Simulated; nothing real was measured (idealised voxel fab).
Process module, titled voxel self aligned vias
In the cross-section labelled cut, the width is 235 nm and each square cell is 5 nm.
A cross-section is a grid of square cells, given in bands from the top down. A band is one or more rows of cells.
The band entry comprises the height of the band's top followed by the height of its bottom, expressed in nm, and subsequently the band's materials from left to right, each stated together with its width in nm. Where a single material is marked with the word "throughout", that material fills the band from edge to edge. The word "blank" represents empty space.
Ref level 0: as-received wafer is one material below here. Bottom band extends down with no lower bound ("0 nm and below").
Read "30 to 40" as a graded width: first number on top, second number at the bottom, same change between each pair of neighbouring rows.
"nothing changed" for a step: no cell of the cross-section changed in that step.
Listed in "Sealed-off cavities": every empty space of 8 or more cells without an open way to the top. Form: width x height at distance, the distance being from the left edge, all in nm.
On a step's line, text after the settings is the simulator commenting on that step.
What "overlay nm" on a step's line means: if the step has a mask, that mask lay this far to the right of its planned place, or, when the value is negative, to the left.

## These are the steps we planned for the process
| 1 | op RECEIVE | material Si |
| 2 | op CONFORMAL_DEP | material SiO2 | thk nm 10 |
| 3 | op CONFORMAL_DEP | material SiCN | thk nm 5 |
| 4 | op DIRECTIONAL_DEP | material lowk | thk nm 20 |
| 5 | op PATTERN | tone open | mask id LINES | material resist | width nm 20 | pitch nm 60 | thk nm 20 | overlay nm 0 |
| 6 | op DIRECTIONAL_ETCH | etch materials lowk | depth nm 20 |
| 7 | op STRIP | etch materials resist |
| 8 | op CONFORMAL_DEP | material TiN | thk nm 5 |
| 9 | op FILL_DEP | material W | thk nm 5 |
| 10 | op CMP | height nm 35 |
| 11 | op SELECTIVE_ETCH | etch materials W Ru TiN | depth nm 10 |
| 12 | op FILL_DEP | material SiN | thk nm 10 |
| 13 | op CMP | height nm 35 |
| 14 | op DIRECTIONAL_DEP | material lowk | thk nm 15 |
| 15 | op PATTERN | tone open | mask id VIAS | material resist | width nm 40 | pitch nm 60 | thk nm 20 | overlay nm 0 |
| 16 | op DIRECTIONAL_ETCH | etch materials lowk | depth nm 15 |
| 17 | op DIRECTIONAL_ETCH | etch materials SiN | depth nm 10 |
| 18 | op STRIP | etch materials resist |
| 19 | op CONFORMAL_DEP | material TiN | thk nm 5 |
| 20 | op FILL_DEP | material W | thk nm 5 |
| 21 | op CMP | height nm 50 |
| 22 | op CONFORMAL_DEP | material SiCN | thk nm 5 |

## Step 1 complete: cross-section of the wafer as received
    0 nm and below  Si throughout
    Sealed-off cavities: none

## Look at the cross-section after the module: the wafer started out the way shown above and the plan was the one shown above, yet one mistake was made along the way
    55 nm to 50 nm  SiCN throughout
    50 nm to 40 nm  35 lowk, 5 TiN, 30 W, 5 TiN, 20 lowk, 5 TiN, 30 W, 5 TiN, 20 lowk, 5 TiN, 30 W, 5 TiN, 40 lowk
    40 nm to 30 nm  35 to 50 lowk, 20 to 5 TiN, 5 W, 15 to 5 TiN, 20 to 45 lowk, 20 to 5 TiN, 5 W, 15 to 5 TiN, 20 to 45 lowk, 20 to 5 TiN, 5 W, 15 to 5 TiN, 40 to 50 lowk
    30 nm to 25 nm  50 lowk, 15 TiN, 45 lowk, 15 TiN, 45 lowk, 15 TiN, 50 lowk
    25 nm to 20 nm  50 lowk, 5 TiN, 5 W, 5 TiN, 45 lowk, 5 TiN, 5 W, 5 TiN, 45 lowk, 5 TiN, 5 W, 5 TiN, 50 lowk
    20 nm to 15 nm  50 lowk, 15 TiN, 45 lowk, 15 TiN, 45 lowk, 15 TiN, 50 lowk
    15 nm to 10 nm  SiCN throughout
    10 nm to 0 nm  SiO2 throughout
    0 nm and below  Si throughout
    Sealed-off cavities: none
Where did the run depart from the plan? step 5 ran as: op PATTERN | tone open | mask id LINES | material resist | width nm 15 | pitch nm 60 | thk nm 20 | overlay nm 0
